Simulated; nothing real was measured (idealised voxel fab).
Process module heading - voxel ribs on slabs
In the cross-section labelled cut, the width is 145 nm and each square cell is 5 nm.
Each cross-section below is a grid of square cells, stated as bands in top-down order, with one or more rows of cells making up each band.
Quick guide to a band line: top height, bottom height (nm) up front; then every material left to right with its width in nm. Only one material and it's marked "throughout"? Then it fills the band edge to edge. And "air" just means empty space.
The reference from which all heights are counted is 0, the level beneath which the as-received wafer is entirely one material; the lowest band, having no lower bound, proceeds downward and is written after the example "0 -> down".
With a width like "30 to 40", each row of cells in the band differs from the next by the same amount, the top row carrying the first number and the bottom row the second.
Key: "no modifications" - step with no changed cell in the cross-section.
The entry "Fully sealed voids" lists the empty spaces that cover at least 8 cells and have no open path to the top. Each is written as width x height at distance, where the distance is measured from the left edge and all three values are in nm.
The remark found on a step's line after its settings is issued by the simulator itself and pertains to that step.
Each step line may optionally specify "overlay nm", which for a step with a mask gives the rightward distance between the mask's planned place and where it lay, a negative value indicating the leftward direction.
**These are the steps we planned for the process**
1,RECEIVE,material Si
2,DIRECTIONAL_DEP,material SiO2,thk nm 20
3,DIRECTIONAL_DEP,material polySi,thk nm 20
4,DIRECTIONAL_DEP,material aC,thk nm 15
5,PATTERN,tone cover,mask id RIB,material resist,width nm 15,thk nm 35,overlay nm 0
6,DIRECTIONAL_ETCH,etch materials aC,depth nm 15
7,STRIP,etch materials resist
8,DIRECTIONAL_ETCH,etch materials polySi,depth nm 15
9,STRIP,etch materials aC
10,PATTERN,tone cover,mask id SLAB,material resist,width nm 65,thk nm 20,overlay nm 0
11,DIRECTIONAL_ETCH,etch materials polySi,depth nm 5
12,STRIP,etch materials resist
13,FILL_DEP,material SiO2,thk nm 20
14,CMP,height nm 50
15,DIRECTIONAL_DEP,material W,thk nm 5
16,MASKED_ETCH,tone cover,mask id HEATER,width nm 25,etch materials W,depth nm 5,overlay nm 0
17,CONFORMAL_DEP,material SiN,thk nm 5
**Incoming wafer in cross-section (state: after step 1)**
0 -> down: Si throughout
Fully sealed voids: none
**As-planned run: cross-section of the first of two wafers at end of module**
60 -> 55: 55 nm air; 35 nm SiN; 55 nm air
55 -> 50: 60 nm SiN; 25 nm W; 60 nm SiN
50 -> 40: SiO2 throughout
40 -> 25: 65 nm SiO2; 15 nm polySi; 65 nm SiO2
25 -> 20: 40 nm SiO2; 65 nm polySi; 40 nm SiO2
20 -> 0: SiO2 throughout
0 -> down: Si throughout
Fully sealed voids: none
**Wafer two (of two), end-of-module cross-section: start = wafer one, plan = wafer one, one run mistake**
60 -> 55: 55 nm air; 35 nm SiN; 55 nm air
55 -> 50: 60 nm SiN; 25 nm W; 60 nm SiN
50 -> 40: SiO2 throughout
40 -> 25: 65 nm SiO2; 15 nm polySi; 65 nm SiO2
25 -> 20: 45 nm SiO2; 65 nm polySi; 35 nm SiO2
20 -> 0: SiO2 throughout
0 -> down: Si throughout
Fully sealed voids: none
Error vs. plan: planned and actual differ for step 10; actual: PATTERN,tone cover,mask id SLAB,material resist,width nm 65,thk nm 20,overlay nm 5
At the end, the second wafer has the same number of cells of each material as the first, but those cells sit in other places.
